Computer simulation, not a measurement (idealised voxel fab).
Process module under the name voxel plated lines
Square cell edge 5 nm, section width 215 nm, ID cut.
Cross-sections here: square-cell grids, written as top-down lists of bands, a band being one or more rows of cells.
For a band, the entry starts with two heights in nm, that of the top and then that of the bottom, and carries on with the band's materials in order from left to right, each alongside its width in nm; the word "all across" beside a single material means it fills the band edge to edge, and "blank" means empty space.
Convention: height 0 is the level below which the wafer, as received, is all one material. The lowest band does not terminate at the bottom but continues downward, represented as "0 nm and below".
Read "30->40" as a graded width: first number on top, second number at the bottom, same change between each pair of neighbouring rows.
Reading "nothing got changed" for a step: not a cell of the cross-section changed in it.
"Unvented cavities": sealed empty spaces, 8 cells or more, no open way to top, listed width x height at distance, with distance from the left edge and width, height and distance in nm.
Text after the settings on a step's line: the simulator's own remark on that step.
overlay nm: for a step with a mask, the amount by which the mask lay right of where it was planned; a negative amount means left of it.
The following list gives the planned process steps
1,RECEIVE,material Si
2,CONFORMAL_DEP,material SiN,thk nm 5
3,DIRECTIONAL_DEP,material TiN,thk nm 5
4,PATTERN,tone open,mask id LINES,material resist,width nm 25,pitch nm 45,thk nm 40,overlay nm 0
5,EPI,material Ru,thk nm 10
6,EPI,material Ru,thk nm 10
7,EPI,material Ru,thk nm 10
8,STRIP,etch materials resist
9,DIRECTIONAL_ETCH,etch materials TiN,depth nm 5
10,CONFORMAL_DEP,material SiCN,thk nm 10
Wafers differ in thk nm at step 2; plan lists the first wafer's value; identical starting state.
Incoming state of the first of several wafers in cross-section: after step 1
> 0 nm and below = Si all across
> Unvented cavities: none
End of the module, past its last step, step 10: how the first of several wafers looks in cross-section
> 50 nm to 40 nm = blank 40, then SiCN 135, then blank 40
> 40 nm to 15 nm = blank 40, then SiCN 10, then Ru 25, then SiCN 20, then Ru 25, then SiCN 20, then Ru 25, then SiCN 10, then blank 40
> 15 nm to 10 nm = SiCN 50, then Ru 25, then SiCN 20, then Ru 25, then SiCN 20, then Ru 25, then SiCN 50
> 10 nm to 5 nm = SiCN 50, then TiN 25, then SiCN 20, then TiN 25, then SiCN 20, then TiN 25, then SiCN 50
> 5 nm to 0 nm = SiN all across
> 0 nm and below = Si all across
> Unvented cavities: none
So this is the cross-section on the last wafer at the end of the module
> 70 nm to 60 nm = blank 40, then SiCN 135, then blank 40
> 60 nm to 35 nm = blank 40, then SiCN 10, then Ru 25, then SiCN 20, then Ru 25, then SiCN 20, then Ru 25, then SiCN 10, then blank 40
> 35 nm to 30 nm = SiCN 50, then Ru 25, then SiCN 20, then Ru 25, then SiCN 20, then Ru 25, then SiCN 50
> 30 nm to 25 nm = SiCN 50, then TiN 25, then SiCN 20, then TiN 25, then SiCN 20, then TiN 25, then SiCN 50
> 25 nm to 0 nm = SiN all across
> 0 nm and below = Si all across
> Unvented cavities: none
So in this table every wafer gets its own row, and what you see is where it stands at the end of the module: for each material, how many cells it picked up (+) or gave up (-) since we received it, and after that its closed voids
thk nm 5; +90 Ru; +170 SiCN; +43 SiN; +15 TiN; Unvented cavities: none
thk nm 10; +90 Ru; +170 SiCN; +86 SiN; +15 TiN; Unvented cavities: none
thk nm 15; +90 Ru; +170 SiCN; +129 SiN; +15 TiN; Unvented cavities: none
thk nm 20; +90 Ru; +170 SiCN; +172 SiN; +15 TiN; Unvented cavities: none
thk nm 25; +90 Ru; +170 SiCN; +215 SiN; +15 TiN; Unvented cavities: none
